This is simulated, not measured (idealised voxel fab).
Process module heading - voxel quadruple lines
The figure presents cross-section cut, which has a width of 200 nm and is divided into square cells with an edge length of 5 nm.
We lay out every cross-section as a grid of square cells and spell it out in bands from the top down, where one band means one or more rows of cells. This entry defines a band. It first specifies the height of the band's top and the height of its bottom in nm, and then specifies the band's materials from left to right, stating each material with its width in nm. The word "everywhere" identifies a single material that fills the band from edge to edge, while the word "air" identifies empty space. Basically, 0 is our baseline, since under it the wafer straight out of the box is all one material. The bottom band has no lower end and keeps on going down, so it looks like "from 0 down". Note: "30..40" means the width goes from the first number (top row of the band) to the second number (bottom row) in equal steps per row of cells. The cross-section has no changed cell in any step marked "nothing changed". "Cavities, sealed" lists enclosed empty spaces (at least 8 cells, no open path upward to the top), each as width x height at distance from the left edge, in nm. Note: text after step settings on the step line = simulator remark on that step. Steps that use a mask can have "overlay nm" on their line. It says how far the mask sat to the right of where it was meant to be. Negative means to the left.
# Below is the list of planned process steps
1. op RECEIVE | material Si
2. op CONFORMAL_DEP | material Al2O3 | thk nm 10
3. op DIRECTIONAL_DEP | material TiN | thk nm 10
4. op DIRECTIONAL_DEP | material polySi | thk nm 15
5. op DIRECTIONAL_DEP | material aC | thk nm 20
6. op PATTERN | tone cover | mask id MANDREL | material resist | width nm 30 | thk nm 30 | overlay nm -15
7. op DIRECTIONAL_ETCH | etch materials aC | depth nm 20
8. op STRIP | etch materials resist
9. op CONFORMAL_DEP | material SiO2 | thk nm 10
10. op DIRECTIONAL_ETCH | etch materials SiO2 | depth nm 10
11. op STRIP | etch materials aC
12. op DIRECTIONAL_ETCH | etch materials polySi | depth nm 15
13. op STRIP | etch materials SiO2
14. op CONFORMAL_DEP | material SiCN | thk nm 10
15. op DIRECTIONAL_ETCH | etch materials SiCN | depth nm 10
16. op STRIP | etch materials polySi
17. op DIRECTIONAL_ETCH | etch materials TiN | depth nm 10
18. op STRIP | etch materials SiCN
The value of overlay nm given for step 6 in the plan refers to the first wafer; the wafers vary in this setting and are alike at the start.
# Cross-sectional view of the first of several wafers in the as-received condition, corresponding to the state following step 1
  from 0 down  Si everywhere
  Cavities, sealed: none
# First wafer of several, cross-section, module end, after step 18 (last)
  from 20 to 10  50 nm air | 10 nm TiN | 10 nm air | 10 nm TiN | 10 nm air | 10 nm TiN | 10 nm air | 10 nm TiN | 80 nm air
  from 10 to 0  Al2O3 everywhere
  from 0 down  Si everywhere
  Cavities, sealed: none
# Last wafer x-sec, end of module
  from 20 to 10  80 nm air | 10 nm TiN | 10 nm air | 10 nm TiN | 10 nm air | 10 nm TiN | 10 nm air | 10 nm TiN | 50 nm air
  from 10 to 0  Al2O3 everywhere
  from 0 down  Si everywhere
  Cavities, sealed: none
# For your reference, the table is organized with a row per wafer; each row reflects the wafer at the end of the module, indicating for each material the cells gained (+) or lost (-) since receipt, and thereafter its closed voids
overlay nm -15, +80 Al2O3, +16 TiN, Cavities, sealed: none
overlay nm -10, +80 Al2O3, +16 TiN, Cavities, sealed: none
overlay nm -5, +80 Al2O3, +16 TiN, Cavities, sealed: none
overlay nm 0, +80 Al2O3, +16 TiN, Cavities, sealed: none
overlay nm 5, +80 Al2O3, +16 TiN, Cavities, sealed: none
overlay nm 10, +80 Al2O3, +16 TiN, Cavities, sealed: none
overlay nm 15, +80 Al2O3, +16 TiN, Cavities, sealed: none
